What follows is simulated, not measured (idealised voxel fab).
Presented below is a process module, voxel capacitor over wiring.
The figure presents cross-section cut, which has a width of 190 nm and is divided into square cells with an edge length of 5 nm.
Cross-sections here: square-cell grids, written as top-down lists of bands, a band being one or more rows of cells. Quick guide to a band line: top height, bottom height (nm) up front; then every material left to right with its width in nm. Only one material and it's marked "everywhere"? Then it fills the band edge to edge. And "blank" just means empty space. The reference from which all heights are counted is 0, the level beneath which the as-received wafer is entirely one material; the lowest band, having no lower bound, proceeds downward and is written after the example "from 0 down". The two numbers in a width such as "30 to 40" mark its ends across the band: the first belongs to the top row of cells, the second to the bottom row, and from each row to the next the width moves by the same amount. Where the words "no modifications" appear for a step, the cross-section shows no cell changed by that step; every cell remained as before. Entry "Cavities, sealed". Content: empty spaces with no open connection to the top, size 8 cells or greater. Each: width x height at distance. Distance: from left edge. Unit: nm. On each step's line, the part that comes after the settings is the simulator's own comment on the step. overlay nm: mask right of planned place by this much (step with mask). Neg. = left.

Steps planned for the process:
1: RECEIVE,material Si
2: CONFORMAL_DEP,material SiO2,thk nm 10
3: CONFORMAL_DEP,material SiCN,thk nm 5
4: DIRECTIONAL_DEP,material SiO2,thk nm 20
5: MASKED_ETCH,tone open,mask id METAL_1,width nm 25,pitch nm 75,etch materials SiO2,depth nm 20,overlay nm 0
6: MASKED_ETCH,tone open,mask id METAL_1,width nm 25,pitch nm 75,etch materials SiCN,depth nm 5,overlay nm 0
7: CONFORMAL_DEP,material TiN,thk nm 5
8: FILL_DEP,material Ru,thk nm 10
9: CMP,height nm 35
10: CONFORMAL_DEP,material SiCN,thk nm 5
11: DIRECTIONAL_DEP,material SiO2,thk nm 20
12: PATTERN,tone open,mask id PLUG_1,material resist,width nm 15,thk nm 15,overlay nm 0
13: DIRECTIONAL_ETCH,etch materials SiO2,depth nm 20
14: DIRECTIONAL_ETCH,etch materials SiCN,depth nm 5
15: STRIP,etch materials resist
16: EPI,material Ru,thk nm 10
17: EPI,material Ru,thk nm 10
18: EPI,material Ru,thk nm 5
19: DIRECTIONAL_DEP,material TiN,thk nm 5
20: DIRECTIONAL_DEP,material SiN,thk nm 5
21: DIRECTIONAL_DEP,material TiN,thk nm 10
22: DIRECTIONAL_DEP,material aC,thk nm 10
23: PATTERN,tone cover,mask id UPPER_PLATE,material resist,width nm 55,thk nm 30,overlay nm 0
24: DIRECTIONAL_ETCH,etch materials aC,depth nm 10
25: STRIP,etch materials resist
26: DIRECTIONAL_ETCH,etch materials TiN,depth nm 10
27: DIRECTIONAL_ETCH,etch materials SiN,depth nm 5
28: STRIP,etch materials aC
29: DIRECTIONAL_DEP,material aC,thk nm 10
30: PATTERN,tone cover,mask id LOWER_PLATE,material resist,width nm 65,thk nm 30,overlay nm 0
31: DIRECTIONAL_ETCH,etch materials aC,depth nm 10
32: STRIP,etch materials resist
33: DIRECTIONAL_ETCH,etch materials TiN,depth nm 5
34: STRIP,etch materials aC
35: FILL_DEP,material SiO2,thk nm 20
36: CMP,height nm 95
37: MASKED_ETCH,tone open,mask id PLUG_2,width nm 15,etch materials SiO2,depth nm 15,overlay nm 0
38: CONFORMAL_DEP,material TiN,thk nm 5
39: FILL_DEP,material Ru,thk nm 5
40: CMP,height nm 95
41: CONFORMAL_DEP,material SiN,thk nm 5

The first of the two wafers, which ran as planned:

As-received state of the wafer in cross-section, equivalent to post-step 1:
	from 0 down = Si everywhere
	Cavities, sealed: none

Cross-sectional representation of the wafer at the conclusion of step 2:
	from 10 to 0 = SiO2 everywhere
	No changes below 0.

Cross-sectional representation of the wafer at the conclusion of step 3:
	from 15 to 10 = SiCN everywhere
	No changes below 10.

Cross-sectional representation of the wafer at the conclusion of step 4:
	from 35 to 15 = SiO2 everywhere
	No changes below 15.

Cross-sectional representation of the wafer at the conclusion of step 5:
	from 35 to 15 = 45 of SiO2 | 25 of blank | 50 of SiO2 | 25 of blank | 45 of SiO2
	No changes below 15.

Cross-sectional representation of the wafer at the conclusion of step 6:
	from 35 to 15 = 45 of SiO2 | 25 of blank | 50 of SiO2 | 25 of blank | 45 of SiO2
	from 15 to 10 = 45 of SiCN | 25 of blank | 50 of SiCN | 25 of blank | 45 of SiCN
	No changes below 10.

Cross-sectional representation of the wafer at the conclusion of step 7:
	from 40 to 35 = 50 of TiN | 15 of blank | 60 of TiN | 15 of blank | 50 of TiN
	from 35 to 15 = 45 of SiO2 | 5 of TiN | 15 of blank | 5 of TiN | 50 of SiO2 | 5 of TiN | 15 of blank | 5 of TiN | 45 of SiO2
	from 15 to 10 = 45 of SiCN | 25 of TiN | 50 of SiCN | 25 of TiN | 45 of SiCN
	No changes below 10.

Cross-sectional representation of the wafer at the conclusion of step 8:
	from 50 to 40 = Ru everywhere
	from 40 to 35 = 50 of TiN | 15 of Ru | 60 of TiN | 15 of Ru | 50 of TiN
	from 35 to 15 = 45 of SiO2 | 5 of TiN | 15 of Ru | 5 of TiN | 50 of SiO2 | 5 of TiN | 15 of Ru | 5 of TiN | 45 of SiO2
	No changes below 15.

Cross-sectional representation of the wafer at the conclusion of step 9:
	from 35 to 15 = 45 of SiO2 | 5 of TiN | 15 of Ru | 5 of TiN | 50 of SiO2 | 5 of TiN | 15 of Ru | 5 of TiN | 45 of SiO2
	No changes below 15.

Cross-sectional representation of the wafer at the conclusion of step 10:
	from 40 to 35 = SiCN everywhere
	No changes below 35.

Cross-sectional representation of the wafer at the conclusion of step 11:
	from 60 to 40 = SiO2 everywhere
	No changes below 40.

Cross-sectional representation of the wafer at the conclusion of step 12:
	from 75 to 60 = 55 of resist | 15 of blank | 120 of resist
	No changes below 60.

Cross-sectional representation of the wafer at the conclusion of step 13:
	from 75 to 60 = 55 of resist | 15 of blank | 120 of resist
	from 60 to 40 = 55 of SiO2 | 15 of blank | 120 of SiO2
	No changes below 40.

Cross-sectional representation of the wafer at the conclusion of step 14:
	from 75 to 60 = 55 of resist | 15 of blank | 120 of resist
	from 60 to 40 = 55 of SiO2 | 15 of blank | 120 of SiO2
	from 40 to 35 = 55 of SiCN | 15 of blank | 120 of SiCN
	No changes below 35.

Cross-sectional representation of the wafer at the conclusion of step 15:
	from 60 to 40 = 55 of SiO2 | 15 of blank | 120 of SiO2
	No changes below 40.

Cross-sectional representation of the wafer at the conclusion of step 16:
	from 60 to 45 = 55 of SiO2 | 15 of blank | 120 of SiO2
	from 45 to 40 = 55 of SiO2 | 15 of Ru | 120 of SiO2
	from 40 to 35 = 55 of SiCN | 15 of Ru | 120 of SiCN
	No changes below 35.

Cross-sectional representation of the wafer at the conclusion of step 17:
	from 60 to 55 = 55 of SiO2 | 15 of blank | 120 of SiO2
	from 55 to 40 = 55 of SiO2 | 15 of Ru | 120 of SiO2
	No changes below 40.

Cross-sectional representation of the wafer at the conclusion of step 18:
	from 60 to 40 = 55 of SiO2 | 15 of Ru | 120 of SiO2
	No changes below 40.

Cross-sectional representation of the wafer at the conclusion of step 19:
	from 65 to 60 = TiN everywhere
	No changes below 60.

Cross-sectional representation of the wafer at the conclusion of step 20:
	from 70 to 65 = SiN everywhere
	No changes below 65.

Cross-sectional representation of the wafer at the conclusion of step 21:
	from 80 to 70 = TiN everywhere
	No changes below 70.

Cross-sectional representation of the wafer at the conclusion of step 22:
	from 90 to 80 = aC everywhere
	No changes below 80.

Cross-sectional representation of the wafer at the conclusion of step 23:
	from 120 to 90 = 55 of blank | 55 of resist | 80 of blank
	No changes below 90.

Cross-sectional representation of the wafer at the conclusion of step 24:
	from 110 to 90 = 55 of blank | 55 of resist | 80 of blank
	from 90 to 80 = 55 of blank | 55 of aC | 80 of blank
	No changes below 80.

Cross-sectional representation of the wafer at the conclusion of step 25:
	from 90 to 80 = 55 of blank | 55 of aC | 80 of blank
	No changes below 80.

Cross-sectional representation of the wafer at the conclusion of step 26:
	from 90 to 80 = 55 of blank | 55 of aC | 80 of blank
	from 80 to 70 = 55 of blank | 55 of TiN | 80 of blank
	No changes below 70.

Cross-sectional representation of the wafer at the conclusion of step 27:
	from 90 to 80 = 55 of blank | 55 of aC | 80 of blank
	from 80 to 70 = 55 of blank | 55 of TiN | 80 of blank
	from 70 to 65 = 55 of blank | 55 of SiN | 80 of blank
	No changes below 65.

Cross-sectional representation of the wafer at the conclusion of step 28:
	from 80 to 70 = 55 of blank | 55 of TiN | 80 of blank
	No changes below 70.

Cross-sectional representation of the wafer at the conclusion of step 29:
	from 90 to 80 = 55 of blank | 55 of aC | 80 of blank
	from 80 to 75 = 55 of blank | 55 of TiN | 80 of blank
	from 75 to 70 = 55 of aC | 55 of TiN | 80 of aC
	from 70 to 65 = 55 of aC | 55 of SiN | 80 of aC
	No changes below 65.

Cross-sectional representation of the wafer at the conclusion of step 30:
	from 120 to 90 = 50 of blank | 65 of resist | 75 of blank
	from 90 to 80 = 50 of blank | 5 of resist | 55 of aC | 5 of resist | 75 of blank
	from 80 to 75 = 50 of blank | 5 of resist | 55 of TiN | 5 of resist | 75 of blank
	No changes below 75.

Cross-sectional representation of the wafer at the conclusion of step 31:
	from 110 to 90 = 50 of blank | 65 of resist | 75 of blank
	from 90 to 80 = 50 of blank | 5 of resist | 55 of aC | 5 of resist | 75 of blank
	from 80 to 75 = 50 of blank | 5 of resist | 55 of TiN | 5 of resist | 75 of blank
	from 75 to 70 = 50 of blank | 5 of aC | 55 of TiN | 5 of aC | 75 of blank
	from 70 to 65 = 50 of blank | 5 of aC | 55 of SiN | 5 of aC | 75 of blank
	No changes below 65.

Cross-sectional representation of the wafer at the conclusion of step 32:
	from 90 to 80 = 55 of blank | 55 of aC | 80 of blank
	from 80 to 75 = 55 of blank | 55 of TiN | 80 of blank
	No changes below 75.

Cross-sectional representation of the wafer at the conclusion of step 33:
	from 90 to 80 = 55 of blank | 55 of aC | 80 of blank
	from 80 to 75 = 55 of blank | 55 of TiN | 80 of blank
	from 75 to 70 = 50 of blank | 5 of aC | 55 of TiN | 5 of aC | 75 of blank
	from 70 to 65 = 50 of blank | 5 of aC | 55 of SiN | 5 of aC | 75 of blank
	from 65 to 60 = 50 of blank | 65 of TiN | 75 of blank
	No changes below 60.

Cross-sectional representation of the wafer at the conclusion of step 34:
	from 80 to 70 = 55 of blank | 55 of TiN | 80 of blank
	from 70 to 65 = 55 of blank | 55 of SiN | 80 of blank
	No changes below 65.

Cross-sectional representation of the wafer at the conclusion of step 35:
	from 100 to 80 = SiO2 everywhere
	from 80 to 70 = 55 of SiO2 | 55 of TiN | 80 of SiO2
	from 70 to 65 = 55 of SiO2 | 55 of SiN | 80 of SiO2
	from 65 to 60 = 50 of SiO2 | 65 of TiN | 75 of SiO2
	No changes below 60.

Cross-sectional representation of the wafer at the conclusion of step 36:
	from 95 to 80 = SiO2 everywhere
	No changes below 80.

Cross-sectional representation of the wafer at the conclusion of step 37:
	from 95 to 80 = 65 of SiO2 | 15 of blank | 110 of SiO2
	No changes below 80.

Cross-sectional representation of the wafer at the conclusion of step 38:
	from 100 to 95 = 70 of TiN | 5 of blank | 115 of TiN
	from 95 to 85 = 65 of SiO2 | 5 of TiN | 5 of blank | 5 of TiN | 110 of SiO2
	from 85 to 80 = 65 of SiO2 | 15 of TiN | 110 of SiO2
	No changes below 80.

Cross-sectional representation of the wafer at the conclusion of step 39:
	from 105 to 100 = Ru everywhere
	from 100 to 95 = 70 of TiN | 5 of Ru | 115 of TiN
	from 95 to 85 = 65 of SiO2 | 5 of TiN | 5 of Ru | 5 of TiN | 110 of SiO2
	No changes below 85.

Cross-sectional representation of the wafer at the conclusion of step 40:
	from 95 to 85 = 65 of SiO2 | 5 of TiN | 5 of Ru | 5 of TiN | 110 of SiO2
	No changes below 85.

Cross-sectional representation of the wafer at the conclusion of step 41:
	from 100 to 95 = SiN everywhere
	No changes below 95.

Okay, second wafer. Nothing different at the start, nothing different in the plan, just one mistake somewhere in the running. As far as step 4, counting that step, it's the first wafer all over again:

Cross-sectional view of the second wafer at the intended end time of process step 5:
	from 35 to 15 = 40 of SiO2 | 35 of blank | 40 of SiO2 | 35 of blank | 40 of SiO2
	No changes below 15.

Cross-sectional view of the second wafer at the intended end time of process step 6:
	from 35 to 15 = 40 of SiO2 | 35 of blank | 40 of SiO2 | 35 of blank | 40 of SiO2
	from 15 to 10 = 45 of SiCN | 25 of blank | 50 of SiCN | 25 of blank | 45 of SiCN
	No changes below 10.

Cross-sectional view of the second wafer at the intended end time of process step 7:
	from 40 to 35 = 45 of TiN | 25 of blank | 50 of TiN | 25 of blank | 45 of TiN
	from 35 to 20 = 40 of SiO2 | 5 of TiN | 25 of blank | 5 of TiN | 40 of SiO2 | 5 of TiN | 25 of blank | 5 of TiN | 40 of SiO2
	from 20 to 15 = 40 of SiO2 | 10 of TiN | 15 of blank | 10 of TiN | 40 of SiO2 | 10 of TiN | 15 of blank | 10 of TiN | 40 of SiO2
	from 15 to 10 = 45 of SiCN | 25 of TiN | 50 of SiCN | 25 of TiN | 45 of SiCN
	No changes below 10.

Cross-sectional view of the second wafer at the intended end time of process step 8:
	from 50 to 40 = Ru everywhere
	from 40 to 35 = 45 of TiN | 25 of Ru | 50 of TiN | 25 of Ru | 45 of TiN
	from 35 to 20 = 40 of SiO2 | 5 of TiN | 25 of Ru | 5 of TiN | 40 of SiO2 | 5 of TiN | 25 of Ru | 5 of TiN | 40 of SiO2
	from 20 to 15 = 40 of SiO2 | 10 of TiN | 15 of Ru | 10 of TiN | 40 of SiO2 | 10 of TiN | 15 of Ru | 10 of TiN | 40 of SiO2
	No changes below 15.

Cross-sectional view of the second wafer at the intended end time of process step 9:
	from 35 to 20 = 40 of SiO2 | 5 of TiN | 25 of Ru | 5 of TiN | 40 of SiO2 | 5 of TiN | 25 of Ru | 5 of TiN | 40 of SiO2
	No changes below 20.

Cross-sectional view of the second wafer at the intended end time of process step 10:
	from 40 to 35 = SiCN everywhere
	No changes below 35.

Cross-sectional view of the second wafer at the intended end time of process step 11:
	from 60 to 40 = SiO2 everywhere
	No changes below 40.

Cross-sectional view of the second wafer at the intended end time of process step 12:
	from 75 to 60 = 55 of resist | 15 of blank | 120 of resist
	No changes below 60.

Cross-sectional view of the second wafer at the intended end time of process step 13:
	from 75 to 60 = 55 of resist | 15 of blank | 120 of resist
	from 60 to 40 = 55 of SiO2 | 15 of blank | 120 of SiO2
	No changes below 40.

Cross-sectional view of the second wafer at the intended end time of process step 14:
	from 75 to 60 = 55 of resist | 15 of blank | 120 of resist
	from 60 to 40 = 55 of SiO2 | 15 of blank | 120 of SiO2
	from 40 to 35 = 55 of SiCN | 15 of blank | 120 of SiCN
	No changes below 35.

Cross-sectional view of the second wafer at the intended end time of process step 15:
	from 60 to 40 = 55 of SiO2 | 15 of blank | 120 of SiO2
	No changes below 40.

Cross-sectional view of the second wafer at the intended end time of process step 16:
	from 60 to 45 = 55 of SiO2 | 15 of blank | 120 of SiO2
	from 45 to 40 = 55 of SiO2 | 15 of Ru | 120 of SiO2
	from 40 to 35 = 55 of SiCN | 15 of Ru | 120 of SiCN
	No changes below 35.

Cross-sectional view of the second wafer at the intended end time of process step 17:
	from 60 to 55 = 55 of SiO2 | 15 of blank | 120 of SiO2
	from 55 to 40 = 55 of SiO2 | 15 of Ru | 120 of SiO2
	No changes below 40.

Cross-sectional view of the second wafer at the intended end time of process step 18:
	from 60 to 40 = 55 of SiO2 | 15 of Ru | 120 of SiO2
	No changes below 40.

Cross-sectional view of the second wafer at the intended end time of process step 19:
	from 65 to 60 = TiN everywhere
	No changes below 60.

Cross-sectional view of the second wafer at the intended end time of process step 20:
	from 70 to 65 = SiN everywhere
	No changes below 65.

Cross-sectional view of the second wafer at the intended end time of process step 21:
	from 80 to 70 = TiN everywhere
	No changes below 70.

Cross-sectional view of the second wafer at the intended end time of process step 22:
	from 90 to 80 = aC everywhere
	No changes below 80.

Cross-sectional view of the second wafer at the intended end time of process step 23:
	from 120 to 90 = 55 of blank | 55 of resist | 80 of blank
	No changes below 90.

Cross-sectional view of the second wafer at the intended end time of process step 24:
	from 110 to 90 = 55 of blank | 55 of resist | 80 of blank
	from 90 to 80 = 55 of blank | 55 of aC | 80 of blank
	No changes below 80.

Cross-sectional view of the second wafer at the intended end time of process step 25:
	from 90 to 80 = 55 of blank | 55 of aC | 80 of blank
	No changes below 80.

Cross-sectional view of the second wafer at the intended end time of process step 26:
	from 90 to 80 = 55 of blank | 55 of aC | 80 of blank
	from 80 to 70 = 55 of blank | 55 of TiN | 80 of blank
	No changes below 70.

Cross-sectional view of the second wafer at the intended end time of process step 27:
	from 90 to 80 = 55 of blank | 55 of aC | 80 of blank
	from 80 to 70 = 55 of blank | 55 of TiN | 80 of blank
	from 70 to 65 = 55 of blank | 55 of SiN | 80 of blank
	No changes below 65.

Cross-sectional view of the second wafer at the intended end time of process step 28:
	from 80 to 70 = 55 of blank | 55 of TiN | 80 of blank
	No changes below 70.

Cross-sectional view of the second wafer at the intended end time of process step 29:
	from 90 to 80 = 55 of blank | 55 of aC | 80 of blank
	from 80 to 75 = 55 of blank | 55 of TiN | 80 of blank
	from 75 to 70 = 55 of aC | 55 of TiN | 80 of aC
	from 70 to 65 = 55 of aC | 55 of SiN | 80 of aC
	No changes below 65.

Cross-sectional view of the second wafer at the intended end time of process step 30:
	from 120 to 90 = 50 of blank | 65 of resist | 75 of blank
	from 90 to 80 = 50 of blank | 5 of resist | 55 of aC | 5 of resist | 75 of blank
	from 80 to 75 = 50 of blank | 5 of resist | 55 of TiN | 5 of resist | 75 of blank
	No changes below 75.

Cross-sectional view of the second wafer at the intended end time of process step 31:
	from 110 to 90 = 50 of blank | 65 of resist | 75 of blank
	from 90 to 80 = 50 of blank | 5 of resist | 55 of aC | 5 of resist | 75 of blank
	from 80 to 75 = 50 of blank | 5 of resist | 55 of TiN | 5 of resist | 75 of blank
	from 75 to 70 = 50 of blank | 5 of aC | 55 of TiN | 5 of aC | 75 of blank
	from 70 to 65 = 50 of blank | 5 of aC | 55 of SiN | 5 of aC | 75 of blank
	No changes below 65.

Cross-sectional view of the second wafer at the intended end time of process step 32:
	from 90 to 80 = 55 of blank | 55 of aC | 80 of blank
	from 80 to 75 = 55 of blank | 55 of TiN | 80 of blank
	No changes below 75.

Cross-sectional view of the second wafer at the intended end time of process step 33:
	from 90 to 80 = 55 of blank | 55 of aC | 80 of blank
	from 80 to 75 = 55 of blank | 55 of TiN | 80 of blank
	from 75 to 70 = 50 of blank | 5 of aC | 55 of TiN | 5 of aC | 75 of blank
	from 70 to 65 = 50 of blank | 5 of aC | 55 of SiN | 5 of aC | 75 of blank
	from 65 to 60 = 50 of blank | 65 of TiN | 75 of blank
	No changes below 60.

Cross-sectional view of the second wafer at the intended end time of process step 34:
	from 80 to 70 = 55 of blank | 55 of TiN | 80 of blank
	from 70 to 65 = 55 of blank | 55 of SiN | 80 of blank
	No changes below 65.

Cross-sectional view of the second wafer at the intended end time of process step 35:
	from 100 to 80 = SiO2 everywhere
	from 80 to 70 = 55 of SiO2 | 55 of TiN | 80 of SiO2
	from 70 to 65 = 55 of SiO2 | 55 of SiN | 80 of SiO2
	from 65 to 60 = 50 of SiO2 | 65 of TiN | 75 of SiO2
	No changes below 60.

Cross-sectional view of the second wafer at the intended end time of process step 36:
	from 95 to 80 = SiO2 everywhere
	No changes below 80.

Cross-sectional view of the second wafer at the intended end time of process step 37:
	from 95 to 80 = 65 of SiO2 | 15 of blank | 110 of SiO2
	No changes below 80.

Cross-sectional view of the second wafer at the intended end time of process step 38:
	from 100 to 95 = 70 of TiN | 5 of blank | 115 of TiN
	from 95 to 85 = 65 of SiO2 | 5 of TiN | 5 of blank | 5 of TiN | 110 of SiO2
	from 85 to 80 = 65 of SiO2 | 15 of TiN | 110 of SiO2
	No changes below 80.

Cross-sectional view of the second wafer at the intended end time of process step 39:
	from 105 to 100 = Ru everywhere
	from 100 to 95 = 70 of TiN | 5 of Ru | 115 of TiN
	from 95 to 85 = 65 of SiO2 | 5 of TiN | 5 of Ru | 5 of TiN | 110 of SiO2
	No changes below 85.

Cross-sectional view of the second wafer at the intended end time of process step 40:
	from 95 to 85 = 65 of SiO2 | 5 of TiN | 5 of Ru | 5 of TiN | 110 of SiO2
	No changes below 85.

Cross-sectional view of the second wafer at the intended end time of process step 41:
	from 100 to 95 = SiN everywhere
	No changes below 95.
Run error: in deviation from the planned setting, step 5 was conducted as MASKED_ETCH,tone open,mask id METAL_1,width nm 35,pitch nm 75,etch materials SiO2,depth nm 20,overlay nm 0
The closing comparison, in cells, has the second wafer with more or fewer of some materials than the first: Ru: 12 more | SiO2: 16 fewer | TiN: 4 more
